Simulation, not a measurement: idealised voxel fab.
Title: Process Module voxel gate over fins
Shown is cross-section cut, with a width of 260 nm and square cells of size 5 nm.
For the purposes of this document, a cross-section shall be understood as a grid of square cells, specified as bands listed in top-to-bottom order, each band consisting of one or more rows of cells. This entry defines a band. It first specifies the height of the band's top and the height of its bottom in nm, and then specifies the band's materials from left to right, stating each material with its width in nm. The word "all across" identifies a single material that fills the band from edge to edge, while the word "empty" identifies empty space. Heights are expressed relative to 0, this being the level below which the as-received wafer comprises one material exclusively. The lowest band is unbounded in the downward direction and is denoted as in "top 0, no bottom". A two-number width, for instance "30 to 40", indicates that the width is equal to the first number in the top row of the band and to the second number in the bottom row, and that it changes by a constant amount per row of cells. Where a step carries "stayed the same", the cross-section came out of it unchanged, cell for cell. Enclosed voids (no open way to top), threshold 8 cells or more, entry "Sealed internal cavities", notation width x height at distance, distance from left edge, nm. Formally, on a step line, whatever follows the settings is a remark that the simulator itself makes on the step. overlay nm: mask offset rightward from planned place, masked step; negative means leftward offset.

# The planned process steps are enumerated hereunder
step 1: RECEIVE (material Si)
step 2: CONFORMAL_DEP (material SiN; thk nm 10)
step 3: DIRECTIONAL_DEP (material aC; thk nm 10)
step 4: PATTERN (tone cover; mask id FINS; material resist; width nm 15; pitch nm 40; thk nm 30; overlay nm 0)
step 5: DIRECTIONAL_ETCH (etch materials aC; depth nm 10)
step 6: STRIP (etch materials resist)
step 7: DIRECTIONAL_ETCH (etch materials SiN; depth nm 10)
step 8: DIRECTIONAL_ETCH (etch materials Si; depth nm 30)
step 9: STRIP (etch materials aC)
step 10: FILL_DEP (material SiO2; thk nm 5)
step 11: CMP (height nm 10)
step 12: SELECTIVE_ETCH (etch materials SiO2; depth nm 25)
step 13: STRIP (etch materials SiN)
step 14: CONFORMAL_DEP (material HfO2; thk nm 5)
step 15: CONFORMAL_DEP (material TiN; thk nm 5)
step 16: CONFORMAL_DEP (material TiAl; thk nm 5)
step 17: CONFORMAL_DEP (material TiN; thk nm 5)
step 18: FILL_DEP (material W; thk nm 10)
step 19: CMP (height nm 25)
step 20: CONFORMAL_DEP (material SiCN; thk nm 10)

# As received (post step 1): cross-section
- top 0, no bottom  Si all across
- Sealed internal cavities: none

# First of two wafers at the end of the module, shown in cross-section; run carried out as planned
- top 35, bottom 25  SiCN all across
- top 25, bottom 20  W all across
- top 20, bottom 15  W 80 nm, then TiN 95 nm, then W 85 nm
- top 15, bottom 10  W 80 nm, then TiN 5 nm, then TiAl 85 nm, then TiN 5 nm, then W 85 nm
- top 10, bottom 5  W 80 nm, then TiN 5 nm, then TiAl 5 nm, then TiN 35 nm, then TiAl 5 nm, then TiN 35 nm, then TiAl 5 nm, then TiN 5 nm, then W 85 nm
- top 5, bottom 0  TiN 85 nm, then TiAl 5 nm, then TiN 5 nm, then HfO2 25 nm, then TiN 5 nm, then TiAl 5 nm, then TiN 5 nm, then HfO2 25 nm, then TiN 5 nm, then TiAl 5 nm, then TiN 90 nm
- top 0, bottom -5  TiAl 90 nm, then TiN 5 nm, then HfO2 5 nm, then Si 15 nm, then HfO2 5 nm, then TiN 5 nm, then TiAl 5 nm, then TiN 5 nm, then HfO2 5 nm, then Si 15 nm, then HfO2 5 nm, then TiN 5 nm, then TiAl 95 nm
- top -5, bottom -10  TiN 95 nm, then HfO2 5 nm, then Si 15 nm, then HfO2 5 nm, then TiN 15 nm, then HfO2 5 nm, then Si 15 nm, then HfO2 5 nm, then TiN 100 nm
- top -10, bottom -15  HfO2 100 nm, then Si 15 nm, then HfO2 25 nm, then Si 15 nm, then HfO2 105 nm
- top -15, bottom -30  SiO2 100 nm, then Si 15 nm, then SiO2 25 nm, then Si 15 nm, then SiO2 105 nm
- top -30, no bottom  Si all across
- Sealed internal cavities: none

# Cross-section of the latter of the two wafers at module completion. It had an identical start and an identical plan to the former; in running it, one mistake was made
- top 35, bottom 25  SiCN all across
- top 25, bottom 20  W all across
- top 20, bottom 15  W 70 nm, then TiN 95 nm, then W 95 nm
- top 15, bottom 10  W 70 nm, then TiN 5 nm, then TiAl 85 nm, then TiN 5 nm, then W 95 nm
- top 10, bottom 5  W 70 nm, then TiN 5 nm, then TiAl 5 nm, then TiN 35 nm, then TiAl 5 nm, then TiN 35 nm, then TiAl 5 nm, then TiN 5 nm, then W 95 nm
- top 5, bottom 0  TiN 75 nm, then TiAl 5 nm, then TiN 5 nm, then HfO2 25 nm, then TiN 5 nm, then TiAl 5 nm, then TiN 5 nm, then HfO2 25 nm, then TiN 5 nm, then TiAl 5 nm, then TiN 100 nm
- top 0, bottom -5  TiAl 80 nm, then TiN 5 nm, then HfO2 5 nm, then Si 15 nm, then HfO2 5 nm, then TiN 5 nm, then TiAl 5 nm, then TiN 5 nm, then HfO2 5 nm, then Si 15 nm, then HfO2 5 nm, then TiN 5 nm, then TiAl 105 nm
- top -5, bottom -10  TiN 85 nm, then HfO2 5 nm, then Si 15 nm, then HfO2 5 nm, then TiN 15 nm, then HfO2 5 nm, then Si 15 nm, then HfO2 5 nm, then TiN 110 nm
- top -10, bottom -15  HfO2 90 nm, then Si 15 nm, then HfO2 25 nm, then Si 15 nm, then HfO2 115 nm
- top -15, bottom -30  SiO2 90 nm, then Si 15 nm, then SiO2 25 nm, then Si 15 nm, then SiO2 115 nm
- top -30, no bottom  Si all across
- Sealed internal cavities: none
Which mistake was made when the wafer was run? for step 4, the planned setting was not used; the step was instead run as PATTERN (tone cover; mask id FINS; material resist; width nm 15; pitch nm 40; thk nm 30; overlay nm -10)
End check, second vs first wafer: material counts in cells match, positions do not.
